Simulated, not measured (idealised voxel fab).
Module name: voxel self aligned contacts (process module)
Xsec cut, 280 nm wide, square cell size 5 nm.
In this document a cross-section is written as a grid of square cells. It is given as a series of bands, listed from the top down, and a band is one or more rows of cells. Within each band entry, the heights of the top and of the bottom of the band appear first, in that order and in nm; the materials of the band then follow from left to right, each with its corresponding width in nm. The designation "all across" on a single material indicates that it fills the band from edge to edge; the designation "blank" indicates empty space. All heights in this document are referenced to 0, defined as the level beneath which the wafer, as received, consists entirely of one material. The lowest band is not bounded below; it extends indefinitely downward and is written in the form "0 -> down". Per-row width for "30 to 40": begins at first number (top row of band), ends at second number (bottom row), increment between rows held constant. Given "no change occurred" for a step, no cell of the cross-section differs between before and after that step. In the "Enclosed void listing" entry, you get each enclosed empty space of 8 cells or more, one with no open way to the top, written width x height at distance, distance from the left edge, in nm. If you see something after the settings on a step's line, that's the simulator's own remark about that step. "overlay nm" answers the question of how far to the right of plan the mask lay on a step that has a mask, and when it is negative the answer is to the left.

## Process steps foreseen in the plan
1) RECEIVE [material Si]
2) CONFORMAL_DEP [material SiO2] [thk nm 5]
3) DIRECTIONAL_DEP [material polySi] [thk nm 20]
4) DIRECTIONAL_DEP [material SiN] [thk nm 15]
5) PATTERN [tone cover] [mask id GATE] [material resist] [width nm 25] [pitch nm 50] [thk nm 20] [overlay nm 0]
6) DIRECTIONAL_ETCH [etch materials SiN] [depth nm 15]
7) DIRECTIONAL_ETCH [etch materials polySi] [depth nm 20]
8) STRIP [etch materials resist]
9) CONFORMAL_DEP [material SiN] [thk nm 5]
10) DIRECTIONAL_ETCH [etch materials SiN] [depth nm 5]
11) FILL_DEP [material SiO2] [thk nm 15]
12) CMP [height nm 45]
13) MASKED_ETCH [tone open] [mask id CONTACT] [width nm 35] [etch materials SiO2] [depth nm 45] [overlay nm 0]
14) CONFORMAL_DEP [material TiN] [thk nm 5]
15) FILL_DEP [material W] [thk nm 10]
16) CMP [height nm 45]
17) CONFORMAL_DEP [material SiCN] [thk nm 5]

## Cross-section of the wafer upon arrival, representing the state reached after step 1
* 0 -> down  Si all across
* Enclosed void listing: none

## First of two wafers: cross-section at end of module, run per plan
* 50 -> 45  SiCN all across
* 45 -> 40  SiO2 (120), then TiN (15), then W (5), then TiN (15), then SiO2 (125)
* 40 -> 25  SiO2 (95), then SiN (35), then TiN (5), then W (5), then TiN (5), then SiN (35), then SiO2 (100)
* 25 -> 5  SiO2 (95), then SiN (5), then polySi (25), then SiN (5), then TiN (5), then W (5), then TiN (5), then SiN (5), then polySi (25), then SiN (5), then SiO2 (100)
* 5 -> 0  SiO2 (130), then TiN (15), then SiO2 (135)
* 0 -> down  Si all across
* Enclosed void listing: none

## Cross-sectional view of the second of two wafers upon completion of the module. This wafer shared its starting condition and process plan with the first; one error was made during its execution
* 50 -> 45  SiCN all across
* 45 -> 40  SiO2 (95), then W (35), then TiN (5), then W (5), then TiN (5), then W (35), then SiO2 (100)
* 40 -> 25  SiO2 (95), then W (5), then SiN (25), then W (5), then TiN (5), then W (5), then TiN (5), then W (5), then SiN (25), then W (5), then SiO2 (100)
* 25 -> 15  SiO2 (95), then W (5), then polySi (25), then W (5), then TiN (5), then W (5), then TiN (5), then W (5), then polySi (25), then W (5), then SiO2 (100)
* 15 -> 10  SiO2 (95), then W (5), then polySi (25), then W (5), then TiN (15), then W (5), then polySi (25), then W (5), then SiO2 (100)
* 10 -> 5  W (100), then polySi (25), then W (25), then polySi (25), then W (105)
* 5 -> 0  SiO2 all across
* 0 -> down  Si all across
* Enclosed void listing: none
Error vs. plan: step 9 was processed under conditions differing from the plan, specifically as CONFORMAL_DEP [material W] [thk nm 5]
Looking at both finished wafers in cells, the second ends up ahead of or behind the first on some materials: SiN -28 | SiO2 -46 | TiN -8 | W +82
